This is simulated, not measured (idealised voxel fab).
process module | voxel trench capacitor
cross-section cut | 160 nm wide | cells 5 nm
A cross-section is a grid of square cells, given in bands from the top down. A band is one or more rows of cells.
Each band's line starts with the height of the band's top and of its bottom, in nm. Then come its materials from left to right, each with its width in nm. One material with "throughout" fills the band from edge to edge. "air" is empty space.
Height 0 is the level under which the wafer as received is all one material. The lowest band goes on downwards, as in "0 down".
A width such as "30 to 40" changes by the same amount from each row of cells to the next, from the band's top row to its bottom row.
"no change" after a step means that no cell of the cross-section changed.
closed voids: empty space of 8 cells or more with no open way to the top, each as width x height at its distance from the left edge, in nm
after a step's settings: what the simulator itself notes on the step
overlay nm, on a step with a mask: how far to the right of its planned place the mask lay; to the left if negative
plan
1 op RECEIVE | material Si
2 op CONFORMAL_DEP | material SiN | thk nm 5
3 op DIRECTIONAL_DEP | material aC | thk nm 15
4 op PATTERN | tone open | mask id TRENCH | material resist | width nm 25 | pitch nm 45 | thk nm 35 | overlay nm 0
5 op DIRECTIONAL_ETCH | etch materials aC | depth nm 15
6 op STRIP | etch materials resist
7 op DIRECTIONAL_ETCH | etch materials SiN | depth nm 5
8 op DIRECTIONAL_ETCH | etch materials Si | depth nm 30
9 op STRIP | etch materials aC
10 op CONFORMAL_DEP | material Al2O3 | thk nm 5
11 op CONFORMAL_DEP | material TiN | thk nm 5
12 op FILL_DEP | material W | thk nm 10
13 op CMP | height nm 5
as received, after step 1
  0 down: Si throughout
  closed voids: none
first wafer at the end, as planned
  5 to 0: SiN 45 | Al2O3 5 | TiN 5 | W 5 | TiN 5 | Al2O3 5 | SiN 20 | Al2O3 5 | TiN 5 | W 5 | TiN 5 | Al2O3 5 | SiN 45
  0 to -20: Si 45 | Al2O3 5 | TiN 5 | W 5 | TiN 5 | Al2O3 5 | Si 20 | Al2O3 5 | TiN 5 | W 5 | TiN 5 | Al2O3 5 | Si 45
  -20 to -25: Si 45 | Al2O3 5 | TiN 15 | Al2O3 5 | Si 20 | Al2O3 5 | TiN 15 | Al2O3 5 | Si 45
  -25 to -30: Si 45 | Al2O3 25 | Si 20 | Al2O3 25 | Si 45
  -30 down: Si throughout
  closed voids: none
second wafer at the end: like start, like plan, one mistake
  5 to 0: SiN 45 | TiN 5 | Al2O3 5 | W 5 | Al2O3 5 | TiN 5 | SiN 20 | TiN 5 | Al2O3 5 | W 5 | Al2O3 5 | TiN 5 | SiN 45
  0 to -20: Si 45 | TiN 5 | Al2O3 5 | W 5 | Al2O3 5 | TiN 5 | Si 20 | TiN 5 | Al2O3 5 | W 5 | Al2O3 5 | TiN 5 | Si 45
  -20 to -25: Si 45 | TiN 5 | Al2O3 15 | TiN 5 | Si 20 | TiN 5 | Al2O3 15 | TiN 5 | Si 45
  -25 to -30: Si 45 | TiN 25 | Si 20 | TiN 25 | Si 45
  -30 down: Si throughout
  closed voids: none
what went wrong: steps 10 and 11 were swapped
at the end the second wafer has, in cells: 8 fewer of Al2O3 | 8 more of TiN
